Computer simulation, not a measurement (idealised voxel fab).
process module | voxel self aligned contacts
cross-section cut | 200 nm wide | cells 5 nm
A cross-section is a grid of square cells, given in bands from the top down. A band is one or more rows of cells.
Each band's line starts with the height of the band's top and of its bottom, in nm. Then come its materials from left to right, each with its width in nm. One material with "throughout" fills the band from edge to edge. "air" is empty space.
Height 0 is the level under which the wafer as received is all one material. The lowest band goes on downwards, as in "0 down".
A width such as "30 to 40" changes by the same amount from each row of cells to the next, from the band's top row to its bottom row.
"no change" after a step means that no cell of the cross-section changed.
closed voids: empty space of 8 cells or more with no open way to the top, each as width x height at its distance from the left edge, in nm
after a step's settings: what the simulator itself notes on the step
overlay nm, on a step with a mask: how far to the right of its planned place the mask lay; to the left if negative
plan
1 op RECEIVE | material Si
2 op CONFORMAL_DEP | material SiO2 | thk nm 5
3 op DIRECTIONAL_DEP | material polySi | thk nm 30
4 op DIRECTIONAL_DEP | material SiN | thk nm 20
5 op DIRECTIONAL_DEP | material aC | thk nm 15
6 op PATTERN | tone cover | mask id GATE | material resist | width nm 35 | pitch nm 60 | thk nm 35 | overlay nm 0
7 op DIRECTIONAL_ETCH | etch materials aC | depth nm 15
8 op STRIP | etch materials resist
9 op DIRECTIONAL_ETCH | etch materials SiN | depth nm 20
10 op DIRECTIONAL_ETCH | etch materials polySi | depth nm 30
11 op STRIP | etch materials aC
12 op CONFORMAL_DEP | material SiN | thk nm 5
13 op DIRECTIONAL_ETCH | etch materials SiN | depth nm 5
14 op FILL_DEP | material SiO2 | thk nm 15
15 op CMP | height nm 60
16 op MASKED_ETCH | tone open | mask id CONTACT | width nm 45 | pitch nm 60 | etch materials SiO2 | depth nm 60 | overlay nm 0
17 op CONFORMAL_DEP | material TiN | thk nm 5
18 op FILL_DEP | material Ru | thk nm 10
19 op CMP | height nm 60
20 op CONFORMAL_DEP | material SiCN | thk nm 5
first wafer, as planned
as received, after step 1
  0 down: Si throughout
  closed voids: none
after step 2
  5 to 0: SiO2 throughout
  below 0: unchanged
after step 3
  35 to 5: polySi throughout
  below 5: unchanged
after step 4
  55 to 35: SiN throughout
  below 35: unchanged
after step 5
  70 to 55: aC throughout
  below 55: unchanged
after step 6
  105 to 70: air 20 | resist 35 | air 25 | resist 35 | air 25 | resist 35 | air 25
  below 70: unchanged
after step 7
  90 to 70: air 20 | resist 35 | air 25 | resist 35 | air 25 | resist 35 | air 25
  70 to 55: air 20 | aC 35 | air 25 | aC 35 | air 25 | aC 35 | air 25
  below 55: unchanged
after step 8
  70 to 55: air 20 | aC 35 | air 25 | aC 35 | air 25 | aC 35 | air 25
  below 55: unchanged
after step 9
  70 to 55: air 20 | aC 35 | air 25 | aC 35 | air 25 | aC 35 | air 25
  55 to 35: air 20 | SiN 35 | air 25 | SiN 35 | air 25 | SiN 35 | air 25
  below 35: unchanged
after step 10
  70 to 55: air 20 | aC 35 | air 25 | aC 35 | air 25 | aC 35 | air 25
  55 to 35: air 20 | SiN 35 | air 25 | SiN 35 | air 25 | SiN 35 | air 25
  35 to 5: air 20 | polySi 35 | air 25 | polySi 35 | air 25 | polySi 35 | air 25
  below 5: unchanged
after step 11
  55 to 35: air 20 | SiN 35 | air 25 | SiN 35 | air 25 | SiN 35 | air 25
  below 35: unchanged
after step 12
  60 to 35: air 15 | SiN 45 | air 15 | SiN 45 | air 15 | SiN 45 | air 20
  35 to 10: air 15 | SiN 5 | polySi 35 | SiN 5 | air 15 | SiN 5 | polySi 35 | SiN 5 | air 15 | SiN 5 | polySi 35 | SiN 5 | air 20
  10 to 5: SiN 20 | polySi 35 | SiN 25 | polySi 35 | SiN 25 | polySi 35 | SiN 25
  below 5: unchanged
after step 13
  55 to 35: air 15 | SiN 45 | air 15 | SiN 45 | air 15 | SiN 45 | air 20
  35 to 5: air 15 | SiN 5 | polySi 35 | SiN 5 | air 15 | SiN 5 | polySi 35 | SiN 5 | air 15 | SiN 5 | polySi 35 | SiN 5 | air 20
  below 5: unchanged
after step 14
  70 to 55: SiO2 throughout
  55 to 35: SiO2 15 | SiN 45 | SiO2 15 | SiN 45 | SiO2 15 | SiN 45 | SiO2 20
  35 to 5: SiO2 15 | SiN 5 | polySi 35 | SiN 5 | SiO2 15 | SiN 5 | polySi 35 | SiN 5 | SiO2 15 | SiN 5 | polySi 35 | SiN 5 | SiO2 20
  below 5: unchanged
after step 15
  60 to 55: SiO2 throughout
  below 55: unchanged
after step 16
  60 to 55: SiO2 45 | air 45 | SiO2 15 | air 45 | SiO2 50
  55 to 35: SiO2 15 | SiN 45 | air 15 | SiN 45 | air 15 | SiN 45 | SiO2 20
  35 to 5: SiO2 15 | SiN 5 | polySi 35 | SiN 5 | air 15 | SiN 5 | polySi 35 | SiN 5 | air 15 | SiN 5 | polySi 35 | SiN 5 | SiO2 20
  5 to 0: SiO2 60 | air 15 | SiO2 45 | air 15 | SiO2 65
  below 0: unchanged
after step 17
  65 to 60: TiN 50 | air 35 | TiN 25 | air 35 | TiN 55
  60 to 55: SiO2 45 | TiN 20 | air 5 | TiN 20 | SiO2 15 | TiN 20 | air 5 | TiN 20 | SiO2 50
  55 to 35: SiO2 15 | SiN 45 | TiN 5 | air 5 | TiN 5 | SiN 45 | TiN 5 | air 5 | TiN 5 | SiN 45 | SiO2 20
  35 to 5: SiO2 15 | SiN 5 | polySi 35 | SiN 5 | TiN 5 | air 5 | TiN 5 | SiN 5 | polySi 35 | SiN 5 | TiN 5 | air 5 | TiN 5 | SiN 5 | polySi 35 | SiN 5 | SiO2 20
  5 to 0: SiO2 60 | TiN 15 | SiO2 45 | TiN 15 | SiO2 65
  below 0: unchanged
after step 18
  75 to 65: Ru throughout
  65 to 60: TiN 50 | Ru 35 | TiN 25 | Ru 35 | TiN 55
  60 to 55: SiO2 45 | TiN 20 | Ru 5 | TiN 20 | SiO2 15 | TiN 20 | Ru 5 | TiN 20 | SiO2 50
  55 to 35: SiO2 15 | SiN 45 | TiN 5 | Ru 5 | TiN 5 | SiN 45 | TiN 5 | Ru 5 | TiN 5 | SiN 45 | SiO2 20
  35 to 5: SiO2 15 | SiN 5 | polySi 35 | SiN 5 | TiN 5 | Ru 5 | TiN 5 | SiN 5 | polySi 35 | SiN 5 | TiN 5 | Ru 5 | TiN 5 | SiN 5 | polySi 35 | SiN 5 | SiO2 20
  below 5: unchanged
after step 19
  60 to 55: SiO2 45 | TiN 20 | Ru 5 | TiN 20 | SiO2 15 | TiN 20 | Ru 5 | TiN 20 | SiO2 50
  below 55: unchanged
after step 20
  65 to 60: SiCN throughout
  below 60: unchanged
second wafer: like start, like plan, one mistake. Through step 16 it matches the first wafer
when step 17 should have ended
  65 to 60: polySi 50 | air 35 | polySi 25 | air 35 | polySi 55
  60 to 55: SiO2 45 | polySi 20 | air 5 | polySi 20 | SiO2 15 | polySi 20 | air 5 | polySi 20 | SiO2 50
  55 to 35: SiO2 15 | SiN 45 | polySi 5 | air 5 | polySi 5 | SiN 45 | polySi 5 | air 5 | polySi 5 | SiN 45 | SiO2 20
  35 to 5: SiO2 15 | SiN 5 | polySi 35 | SiN 5 | polySi 5 | air 5 | polySi 5 | SiN 5 | polySi 35 | SiN 5 | polySi 5 | air 5 | polySi 5 | SiN 5 | polySi 35 | SiN 5 | SiO2 20
  5 to 0: SiO2 60 | polySi 15 | SiO2 45 | polySi 15 | SiO2 65
  below 0: unchanged
when step 18 should have ended
  75 to 65: Ru throughout
  65 to 60: polySi 50 | Ru 35 | polySi 25 | Ru 35 | polySi 55
  60 to 55: SiO2 45 | polySi 20 | Ru 5 | polySi 20 | SiO2 15 | polySi 20 | Ru 5 | polySi 20 | SiO2 50
  55 to 35: SiO2 15 | SiN 45 | polySi 5 | Ru 5 | polySi 5 | SiN 45 | polySi 5 | Ru 5 | polySi 5 | SiN 45 | SiO2 20
  35 to 5: SiO2 15 | SiN 5 | polySi 35 | SiN 5 | polySi 5 | Ru 5 | polySi 5 | SiN 5 | polySi 35 | SiN 5 | polySi 5 | Ru 5 | polySi 5 | SiN 5 | polySi 35 | SiN 5 | SiO2 20
  below 5: unchanged
when step 19 should have ended
  60 to 55: SiO2 45 | polySi 20 | Ru 5 | polySi 20 | SiO2 15 | polySi 20 | Ru 5 | polySi 20 | SiO2 50
  below 55: unchanged
when step 20 should have ended
  65 to 60: SiCN throughout
  below 60: unchanged
what went wrong: step 17 ran as: op CONFORMAL_DEP | material polySi | thk nm 5
at the end the second wafer has, in cells: 62 fewer of TiN | 62 more of polySi
